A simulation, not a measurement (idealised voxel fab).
Process module name: voxel self aligned contacts
300 nm wide, 5 nm square cells: that's cross-section cut.
Square cells in a grid make up a cross-section in this document, and the grid is given as bands, listed from the top down, each one or more rows of cells. The band entry comprises the height of the band's top followed by the height of its bottom, expressed in nm, and subsequently the band's materials from left to right, each stated together with its width in nm. Where a single material is marked with the word "full width", that material fills the band from edge to edge. The word "blank" represents empty space. Heights are measured from 0, the level below which the as-received wafer is all one material; the lowest band has no bottom and continues downward, written as in "0 and below". A two-number width, for instance "30->40", indicates that the width is equal to the first number in the top row of the band and to the second number in the bottom row, and that it changes by a constant amount per row of cells. No cell of the cross-section changed in a step that is given as "same as before". In "Tabulated closed voids" the enclosed voids are listed, meaning empty spaces of 8 cells or larger without any opening to the top. The form is width x height at distance, distance from the left edge, units nm. Post-settings text on a step line: simulator's own remark regarding the step. For masked steps, "overlay nm" on the step line gives how far right of plan the mask actually lay; a minus sign means it lay to the left.

-- The process steps that were planned are listed below
1) RECEIVE | material Si
2) OXIDIZE | depth nm 5
3) DIRECTIONAL_DEP | material polySi | thk nm 25
4) DIRECTIONAL_DEP | material SiN | thk nm 25
5) MASKED_ETCH | tone cover | mask id GATE | width nm 30 | pitch nm 75 | etch materials SiN | depth nm 25 | overlay nm 0
6) MASKED_ETCH | tone cover | mask id GATE | width nm 20 | pitch nm 75 | etch materials polySi | depth nm 25 | overlay nm 0
7) CONFORMAL_DEP | material SiN | thk nm 10
8) DIRECTIONAL_ETCH | etch materials SiN | depth nm 10
9) FILL_DEP | material SiO2 | thk nm 15
10) CMP | height nm 55
11) PATTERN | tone open | mask id CONTACT | material resist | width nm 55 | pitch nm 75 | thk nm 15 | overlay nm 0
12) DIRECTIONAL_ETCH | etch materials SiO2 | depth nm 60
13) STRIP | etch materials resist
14) CONFORMAL_DEP | material TiN | thk nm 5
15) FILL_DEP | material W | thk nm 5
16) CMP | height nm 55
17) CONFORMAL_DEP | material SiN | thk nm 5
The wafers are alike at the start. At step 6, their width nm differs. The plan lists the first wafer's value.

-- The as-received cross-section of the first of several wafers corresponds to the state after step 1
0 and below = Si full width
Tabulated closed voids: none

-- wafer rows; end of module; cells per material since receipt: (+) gained, (-) lost; then closed voids
width nm 20; -60 Si; +270 SiN; +288 SiO2; +66 TiN; +66 W; +90 polySi; Tabulated closed voids: none
width nm 25; -60 Si; +270 SiN; +288 SiO2; +66 TiN; +66 W; +90 polySi; Tabulated closed voids: none
width nm 30; -60 Si; +270 SiN; +288 SiO2; +66 TiN; +66 W; +90 polySi; Tabulated closed voids: none
width nm 35; -60 Si; +270 SiN; +285 SiO2; +66 TiN; +54 W; +105 polySi; Tabulated closed voids: none
width nm 40; -60 Si; +270 SiN; +282 SiO2; +66 TiN; +42 W; +120 polySi; Tabulated closed voids: none
width nm 45; -60 Si; +270 SiN; +279 SiO2; +66 TiN; +30 W; +135 polySi; Tabulated closed voids: none
